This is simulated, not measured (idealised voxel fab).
Module name: voxel plated lines (process module)
It is cross-section cut that appears here, measuring 285 nm in width, its square cells being 5 nm in size.
In this document a cross-section is written as a grid of square cells. It is given as a series of bands, listed from the top down, and a band is one or more rows of cells.
Read a band's entry like this: the first values are the height of its top and the height of its bottom in nm, and what follows is the sequence of materials from left to right, each with its width in nm. Note that "empty" is empty space, and that a single material marked "throughout" reaches across the band from edge to edge.
Heads up on the height convention: 0 is the point under which the incoming wafer is all one material, and the lowest band has no bottom, it just keeps going down, like "0 down".
Width: "30 to 40" (first number = top row, second number = bottom row, same change from row to row of cells).
No cell of the cross-section changed in a step that is given as "no modifications".
Enclosed cavity list: empty space of 8 cells or more with no open way to the top, each as width x height at its distance from the left edge, in nm
On a step's line, text after the settings is the simulator commenting on that step.
The setting "overlay nm" may be written on the line of a step. When the step uses a mask, the value reports how far to the right of the planned place the mask lay, and a negative value reports that it lay to the left.

THE PLANNED PROCESS STEPS ARE ENUMERATED HEREUNDER
| 1 | RECEIVE with material Si |
| 2 | CONFORMAL_DEP with material SiN, thk nm 10 |
| 3 | DIRECTIONAL_DEP with material TiN, thk nm 5 |
| 4 | PATTERN with tone open, mask id LINES, material resist, width nm 30, pitch nm 60, thk nm 15, overlay nm 0 |
| 5 | EPI with material Ru, thk nm 10 |
| 6 | STRIP with etch materials resist |
| 7 | DIRECTIONAL_ETCH with etch materials TiN, depth nm 5 |
| 8 | CONFORMAL_DEP with material SiN, thk nm 10 |

FIRST OF TWO WAFERS, PROCESSED ACCORDING TO PLAN

AS RECEIVED (POST STEP 1): CROSS-SECTION
	0 down  Si throughout
	Enclosed cavity list: none

CROSS-SECTION OF THE WAFER SUBSEQUENT TO STEP 2
	10 to 0  SiN throughout
	Everything below 0 is unchanged.

CROSS-SECTION OF THE WAFER SUBSEQUENT TO STEP 3
	15 to 10  TiN throughout
	Everything below 10 is unchanged.

CROSS-SECTION OF THE WAFER SUBSEQUENT TO STEP 4
	30 to 15  95 of resist, then 30 of empty, then 30 of resist, then 30 of empty, then 100 of resist
	Everything below 15 is unchanged.

CROSS-SECTION OF THE WAFER SUBSEQUENT TO STEP 5
	30 to 25  95 of resist, then 30 of empty, then 30 of resist, then 30 of empty, then 100 of resist
	25 to 15  95 of resist, then 30 of Ru, then 30 of resist, then 30 of Ru, then 100 of resist
	Everything below 15 is unchanged.

CROSS-SECTION OF THE WAFER SUBSEQUENT TO STEP 6
	25 to 15  95 of empty, then 30 of Ru, then 30 of empty, then 30 of Ru, then 100 of empty
	Everything below 15 is unchanged.

CROSS-SECTION OF THE WAFER SUBSEQUENT TO STEP 7
	25 to 15  95 of empty, then 30 of Ru, then 30 of empty, then 30 of Ru, then 100 of empty
	15 to 10  95 of empty, then 30 of TiN, then 30 of empty, then 30 of TiN, then 100 of empty
	Everything below 10 is unchanged.

CROSS-SECTION OF THE WAFER SUBSEQUENT TO STEP 8
	35 to 25  85 of empty, then 50 of SiN, then 10 of empty, then 50 of SiN, then 90 of empty
	25 to 20  85 of empty, then 10 of SiN, then 30 of Ru, then 10 of SiN, then 10 of empty, then 10 of SiN, then 30 of Ru, then 10 of SiN, then 90 of empty
	20 to 15  95 of SiN, then 30 of Ru, then 30 of SiN, then 30 of Ru, then 100 of SiN
	15 to 10  95 of SiN, then 30 of TiN, then 30 of SiN, then 30 of TiN, then 100 of SiN
	Everything below 10 is unchanged.

THE SECOND WAFER WAS PREPARED FROM THE SAME STARTING POINT AND UNDER THE SAME PLAN AS THE FIRST; ITS PROCESSING CONTAINED ONE MISTAKE, AND IT REMAINS INDISTINGUISHABLE FROM THE FIRST WAFER UP TO AND INCLUDING STEP 1

The second wafer cut through, at the time step 2 was supposed to be finished: no modifications

THE SECOND WAFER CUT THROUGH, AT THE TIME STEP 3 WAS SUPPOSED TO BE FINISHED
	5 to 0  TiN throughout
	Everything below 0 is unchanged.

THE SECOND WAFER CUT THROUGH, AT THE TIME STEP 4 WAS SUPPOSED TO BE FINISHED
	20 to 5  95 of resist, then 30 of empty, then 30 of resist, then 30 of empty, then 100 of resist
	Everything below 5 is unchanged.

THE SECOND WAFER CUT THROUGH, AT THE TIME STEP 5 WAS SUPPOSED TO BE FINISHED
	20 to 15  95 of resist, then 30 of empty, then 30 of resist, then 30 of empty, then 100 of resist
	15 to 5  95 of resist, then 30 of Ru, then 30 of resist, then 30 of Ru, then 100 of resist
	Everything below 5 is unchanged.

THE SECOND WAFER CUT THROUGH, AT THE TIME STEP 6 WAS SUPPOSED TO BE FINISHED
	15 to 5  95 of empty, then 30 of Ru, then 30 of empty, then 30 of Ru, then 100 of empty
	Everything below 5 is unchanged.

THE SECOND WAFER CUT THROUGH, AT THE TIME STEP 7 WAS SUPPOSED TO BE FINISHED
	15 to 5  95 of empty, then 30 of Ru, then 30 of empty, then 30 of Ru, then 100 of empty
	5 to 0  95 of empty, then 30 of TiN, then 30 of empty, then 30 of TiN, then 100 of empty
	Everything below 0 is unchanged.

THE SECOND WAFER CUT THROUGH, AT THE TIME STEP 8 WAS SUPPOSED TO BE FINISHED
	25 to 15  85 of empty, then 50 of SiN, then 10 of empty, then 50 of SiN, then 90 of empty
	15 to 10  85 of empty, then 10 of SiN, then 30 of Ru, then 10 of SiN, then 10 of empty, then 10 of SiN, then 30 of Ru, then 10 of SiN, then 90 of empty
	10 to 5  95 of SiN, then 30 of Ru, then 30 of SiN, then 30 of Ru, then 100 of SiN
	5 to 0  95 of SiN, then 30 of TiN, then 30 of SiN, then 30 of TiN, then 100 of SiN
	Everything below 0 is unchanged.
What went wrong in running the wafer? step 2 of the plan was excluded from execution and never run
at the end the second wafer has, in cells: -114 SiN
